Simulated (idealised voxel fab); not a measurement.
The document below concerns the process module designated voxel local oxidation.
For reference, the cross-section in this document is cut, with width 235 nm and square cells of 5 nm.
Reading order for cross-sections: top band down to bottom band. Underlying form: a grid of square cells. Band size: one or more rows of cells. It is stipulated that each band's entry specify, in nanometres, the height of the top of the band and then that of its bottom, followed by the materials of the band in left-to-right sequence, each together with its width in nanometres. A single material marked by the word "all across" is understood to fill the band from edge to edge; the word "air" is understood to denote empty space. Heights are expressed relative to 0, this being the level below which the as-received wafer comprises one material exclusively. The lowest band is unbounded in the downward direction and is denoted as in "top 0, no bottom". When a width is written as two numbers, as in "30 to 40", the first number is the width in the top row of cells of the band and the second is the width in its bottom row, and the width changes by the same amount from each row to the next. It should be understood that the words "identical to before", when stated for a given step, signify that the cross-section underwent no change in any of its cells during that step. "Enclosed internal cavities" lists enclosed empty spaces (at least 8 cells, no open path upward to the top), each as width x height at distance from the left edge, in nm. Step line, after settings: the simulator's comment on this step. The optional step-line setting "overlay nm" applies to steps with a mask and quantifies how far to the right of its planned location the mask lay, a negative value indicating leftward placement.
## Below is the list of planned process steps
step 1: RECEIVE | material Si
step 2: OXIDIZE | depth nm 5
step 3: CONFORMAL_DEP | material SiN | thk nm 15
step 4: PATTERN | tone cover | mask id ACTIVE | material resist | width nm 130 | thk nm 20 | overlay nm 0
step 5: DIRECTIONAL_ETCH | etch materials SiN | depth nm 15
step 6: STRIP | etch materials resist
step 7: SELECTIVE_ETCH | etch materials SiO2 | depth nm 5
step 8: OXIDIZE | depth nm 5
step 9: STRIP | etch materials SiN
Where the wafers of this document differ is in the depth nm of step 8; they start out the same, and the plan states the value that applied to the first wafer.
## The first of several wafers as received, shown in cross-section; this is its state after step 1
* top 0, no bottom | Si all across
* Enclosed internal cavities: none
## Depicted here is the first of several wafers in cross-section, at module completion following the last step, step 9
* top 0, bottom -5 | air 55, SiO2 120, air 60
* top -5, bottom -10 | SiO2 60, Si 110, SiO2 65
* top -10, no bottom | Si all across
* Enclosed internal cavities: none
## End of module, last wafer sectioned
* top 0, bottom -5 | air 55, SiO2 120, air 60
* top -5, bottom -30 | SiO2 80, Si 70, SiO2 85
* top -30, no bottom | Si all across
* Enclosed internal cavities: none
## Take any row and you have a wafer at the end of the module: how many cells of each material it has gained (+) or lost (-) since it was received, and then its closed voids
depth nm 5, -72 Si, +49 SiO2, Enclosed internal cavities: none
depth nm 10, -101 Si, +78 SiO2, Enclosed internal cavities: none
depth nm 15, -134 Si, +111 SiO2, Enclosed internal cavities: none
depth nm 20, -171 Si, +148 SiO2, Enclosed internal cavities: none
depth nm 25, -212 Si, +189 SiO2, Enclosed internal cavities: none
